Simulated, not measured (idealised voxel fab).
The name of this process module is voxel gate over fins.
For reference, the cross-section in this document is cut, with width 155 nm and square cells of 5 nm.
Cross-sections here: square-cell grids, written as top-down lists of bands, a band being one or more rows of cells.
Per band: top height and bottom height in nm, followed by the left-to-right materials and their widths in nm; "full width" marks a single material spanning edge to edge, "empty" marks empty space.
Convention: height 0 is the level below which the wafer, as received, is all one material. The lowest band does not terminate at the bottom but continues downward, represented as "0 down".
The notation "30 to 40" denotes a width that varies across the rows of cells in the band, beginning at the first number in the top row, finishing at the second number in the bottom row, and changing by an identical amount from each row to the next.
Reading "no change" for a step: not a cell of the cross-section changed in it.
Listed in "Unvented voids": every empty space of 8 or more cells without an open way to the top. Form: width x height at distance, the distance being from the left edge, all in nm.
Note: text after step settings on the step line = simulator remark on that step.
Each step line may optionally specify "overlay nm", which for a step with a mask gives the rightward distance between the mask's planned place and where it lay, a negative value indicating the leftward direction.

### Here's what the planned process steps look like
1: RECEIVE with material Si
2: CONFORMAL_DEP with material SiN, thk nm 10
3: MASKED_ETCH with tone cover, mask id FINS, width nm 15, pitch nm 55, etch materials SiN, depth nm 10, overlay nm 0
4: MASKED_ETCH with tone cover, mask id FINS, width nm 15, pitch nm 55, etch materials Si, depth nm 35, overlay nm 0
5: FILL_DEP with material SiO2, thk nm 15
6: CMP with height nm 10
7: DIRECTIONAL_DEP with material aC, thk nm 10
8: PATTERN with tone open, mask id RAIL, material resist, width nm 15, thk nm 25, overlay nm 0
9: DIRECTIONAL_ETCH with etch materials aC, depth nm 10
10: STRIP with etch materials resist
11: DIRECTIONAL_ETCH with etch materials SiO2, depth nm 40
12: STRIP with etch materials aC
13: CONFORMAL_DEP with material TiN, thk nm 5
14: FILL_DEP with material Ru, thk nm 10
15: CMP with height nm 10
16: SELECTIVE_ETCH with etch materials W Ru TiN, depth nm 30
17: FILL_DEP with material SiO2, thk nm 5
18: CMP with height nm 10
19: SELECTIVE_ETCH with etch materials SiO2, depth nm 25
20: STRIP with etch materials SiN
21: CONFORMAL_DEP with material HfO2, thk nm 5
22: CONFORMAL_DEP with material TiN, thk nm 5
23: CONFORMAL_DEP with material TiAl, thk nm 5
24: CONFORMAL_DEP with material TiN, thk nm 5
25: FILL_DEP with material W, thk nm 10
26: CMP with height nm 25
27: CONFORMAL_DEP with material SiCN, thk nm 10
The wafers are alike at the start. At step 8, their width nm differs. The plan lists the first wafer's value.

### Cut through the first of several wafers as received, post step 1
> 0 down: Si full width
> Unvented voids: none

### Quick look at the cross-section of the first of several wafers after step 27, which wraps up the module
> 35 to 25: SiCN full width
> 25 to 20: W full width
> 20 to 15: TiN full width
> 15 to 10: 45 nm TiAl; 10 nm TiN; 45 nm TiAl; 10 nm TiN; 45 nm TiAl
> 10 to 5: 5 nm TiAl; 35 nm TiN; 5 nm TiAl; 10 nm TiN; 5 nm TiAl; 35 nm TiN; 5 nm TiAl; 10 nm TiN; 5 nm TiAl; 35 nm TiN; 5 nm TiAl
> 5 to 0: 5 nm TiAl; 5 nm TiN; 25 nm HfO2; 5 nm TiN; 5 nm TiAl; 10 nm TiN; 5 nm TiAl; 5 nm TiN; 25 nm HfO2; 5 nm TiN; 5 nm TiAl; 10 nm TiN; 5 nm TiAl; 5 nm TiN; 25 nm HfO2; 5 nm TiN; 5 nm TiAl
> 0 to -5: 5 nm TiAl; 5 nm TiN; 5 nm HfO2; 15 nm Si; 5 nm HfO2; 5 nm TiN; 20 nm TiAl; 5 nm TiN; 5 nm HfO2; 15 nm Si; 5 nm HfO2; 5 nm TiN; 20 nm TiAl; 5 nm TiN; 5 nm HfO2; 15 nm Si; 5 nm HfO2; 5 nm TiN; 5 nm TiAl
> -5 to -10: 10 nm TiN; 5 nm HfO2; 15 nm Si; 5 nm HfO2; 30 nm TiN; 5 nm HfO2; 15 nm Si; 5 nm HfO2; 30 nm TiN; 5 nm HfO2; 15 nm Si; 5 nm HfO2; 10 nm TiN
> -10 to -15: 15 nm HfO2; 15 nm Si; 40 nm HfO2; 15 nm Si; 40 nm HfO2; 15 nm Si; 15 nm HfO2
> -15 to -20: 15 nm SiO2; 15 nm Si; 40 nm SiO2; 15 nm Si; 40 nm SiO2; 15 nm Si; 15 nm SiO2
> -20 to -25: 15 nm SiO2; 15 nm Si; 10 nm SiO2; 5 nm TiN; 5 nm Ru; 5 nm TiN; 15 nm SiO2; 15 nm Si; 40 nm SiO2; 15 nm Si; 15 nm SiO2
> -25 to -30: 15 nm SiO2; 15 nm Si; 10 nm SiO2; 15 nm TiN; 15 nm SiO2; 15 nm Si; 40 nm SiO2; 15 nm Si; 15 nm SiO2
> -30 to -35: 15 nm SiO2; 15 nm Si; 40 nm SiO2; 15 nm Si; 40 nm SiO2; 15 nm Si; 15 nm SiO2
> -35 down: Si full width
> Unvented voids: none

### Cross-sectional view of the final wafer of several at the module's end
> 35 to 25: SiCN full width
> 25 to 20: W full width
> 20 to 15: TiN full width
> 15 to 10: 45 nm TiAl; 10 nm TiN; 45 nm TiAl; 10 nm TiN; 45 nm TiAl
> 10 to 5: 5 nm TiAl; 35 nm TiN; 5 nm TiAl; 10 nm TiN; 5 nm TiAl; 35 nm TiN; 5 nm TiAl; 10 nm TiN; 5 nm TiAl; 35 nm TiN; 5 nm TiAl
> 5 to 0: 5 nm TiAl; 5 nm TiN; 25 nm HfO2; 5 nm TiN; 5 nm TiAl; 10 nm TiN; 5 nm TiAl; 5 nm TiN; 25 nm HfO2; 5 nm TiN; 5 nm TiAl; 10 nm TiN; 5 nm TiAl; 5 nm TiN; 25 nm HfO2; 5 nm TiN; 5 nm TiAl
> 0 to -5: 5 nm TiAl; 5 nm TiN; 5 nm HfO2; 15 nm Si; 5 nm HfO2; 5 nm TiN; 20 nm TiAl; 5 nm TiN; 5 nm HfO2; 15 nm Si; 5 nm HfO2; 5 nm TiN; 20 nm TiAl; 5 nm TiN; 5 nm HfO2; 15 nm Si; 5 nm HfO2; 5 nm TiN; 5 nm TiAl
> -5 to -10: 10 nm TiN; 5 nm HfO2; 15 nm Si; 5 nm HfO2; 30 nm TiN; 5 nm HfO2; 15 nm Si; 5 nm HfO2; 30 nm TiN; 5 nm HfO2; 15 nm Si; 5 nm HfO2; 10 nm TiN
> -10 to -15: 15 nm HfO2; 15 nm Si; 40 nm HfO2; 15 nm Si; 40 nm HfO2; 15 nm Si; 15 nm HfO2
> -15 to -20: 15 nm SiO2; 15 nm Si; 40 nm SiO2; 15 nm Si; 40 nm SiO2; 15 nm Si; 15 nm SiO2
> -20 to -25: 15 nm SiO2; 15 nm Si; 5 nm SiO2; 5 nm TiN; 20 nm Ru; 5 nm TiN; 5 nm SiO2; 15 nm Si; 40 nm SiO2; 15 nm Si; 15 nm SiO2
> -25 to -30: 15 nm SiO2; 15 nm Si; 5 nm SiO2; 30 nm TiN; 5 nm SiO2; 15 nm Si; 40 nm SiO2; 15 nm Si; 15 nm SiO2
> -30 to -35: 15 nm SiO2; 15 nm Si; 40 nm SiO2; 15 nm Si; 40 nm SiO2; 15 nm Si; 15 nm SiO2
> -35 down: Si full width
> Unvented voids: none

### Where each wafer stands at the end of the module, a row apiece: cells of each material gained (+) or lost (-) since it was received, then closed voids
width nm 15, +49 HfO2, +1 Ru, -154 Si, +62 SiCN, +82 SiO2, +49 TiAl, +97 TiN, +31 W, Unvented voids: none
width nm 20, +49 HfO2, +2 Ru, -154 Si, +62 SiCN, +80 SiO2, +49 TiAl, +98 TiN, +31 W, Unvented voids: none
width nm 25, +49 HfO2, +3 Ru, -154 Si, +62 SiCN, +78 SiO2, +49 TiAl, +99 TiN, +31 W, Unvented voids: none
width nm 30, +49 HfO2, +4 Ru, -154 Si, +62 SiCN, +76 SiO2, +49 TiAl, +100 TiN, +31 W, Unvented voids: none
